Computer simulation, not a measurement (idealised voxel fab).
voxel self aligned contacts: a process module
Square cell edge 5 nm, section width 250 nm, ID cut.
For the purposes of this document, a cross-section shall be understood as a grid of square cells, specified as bands listed in top-to-bottom order, each band consisting of one or more rows of cells. The entry gives the band's vertical extent as a top height and a bottom height in nm, then its horizontal make-up as materials from left to right, each with a width in nm. "blank" stands for empty space; a single material marked "edge to edge" fills the band edge to edge. Heights are reckoned from 0. Under this level, the received wafer is all of one material. The bottommost band is open-ended downward, for example "0 -> down". Width spec "30..40" -> top row of cells at first value, bottom row at second value, equal per-row change in between. "nothing different" for a step: no cell of the cross-section changed in that step. You'll see "Cavities, sealed" listing empty spaces that have no way open to the top, as long as they're 8 cells or more; the notation is width x height at distance, where the distance is from the left edge, and all of it is in nm. Note: text after step settings on the step line = simulator remark on that step. overlay nm: mask right of planned place by this much (step with mask). Neg. = left.
-- Process steps (planned)
1) RECEIVE [material Si]
2) OXIDIZE [depth nm 5]
3) DIRECTIONAL_DEP [material polySi] [thk nm 25]
4) DIRECTIONAL_DEP [material SiN] [thk nm 15]
5) PATTERN [tone cover] [mask id GATE] [material resist] [width nm 35] [pitch nm 60] [thk nm 20] [overlay nm 0]
6) DIRECTIONAL_ETCH [etch materials SiN] [depth nm 15]
7) DIRECTIONAL_ETCH [etch materials polySi] [depth nm 25]
8) STRIP [etch materials resist]
9) CONFORMAL_DEP [material SiN] [thk nm 5]
10) DIRECTIONAL_ETCH [etch materials SiN] [depth nm 5]
11) FILL_DEP [material SiO2] [thk nm 20]
12) CMP [height nm 50]
13) DIRECTIONAL_DEP [material aC] [thk nm 10]
14) PATTERN [tone open] [mask id CONTACT] [material resist] [width nm 45] [thk nm 30] [overlay nm 0]
15) DIRECTIONAL_ETCH [etch materials aC] [depth nm 10]
16) STRIP [etch materials resist]
17) DIRECTIONAL_ETCH [etch materials SiO2] [depth nm 55]
18) STRIP [etch materials aC]
19) CONFORMAL_DEP [material TiN] [thk nm 5]
20) FILL_DEP [material W] [thk nm 5]
21) CMP [height nm 50]
22) CONFORMAL_DEP [material SiN] [thk nm 5]
-- Wafer cross-section on receipt, i.e. after step 1
* 0 -> down | Si edge to edge
* Cavities, sealed: none
-- Module complete, cross-section. Starting point and plan per above. One mistake made in running the module
* 55 -> 50 | SiN edge to edge
* 50 -> 40 | SiO2 (100) | TiN (5..25) | W (35..5) | TiN (5..15) | SiO2 (105)
* 40 -> 25 | SiO2 (75) | SiN (45) | TiN (5) | W (5) | TiN (5) | SiN (45) | SiO2 (70)
* 25 -> 0 | SiO2 (75) | SiN (5) | polySi (35) | SiN (5) | TiN (5) | W (5) | TiN (5) | SiN (5) | polySi (35) | SiN (5) | SiO2 (70)
* 0 -> -5 | SiO2 (120) | TiN (15) | SiO2 (115)
* -5 -> down | Si edge to edge
* Cavities, sealed: none
Want to know what went wrong? step 5 ran as: PATTERN [tone cover] [mask id GATE] [material resist] [width nm 35] [pitch nm 60] [thk nm 20] [overlay nm 5]
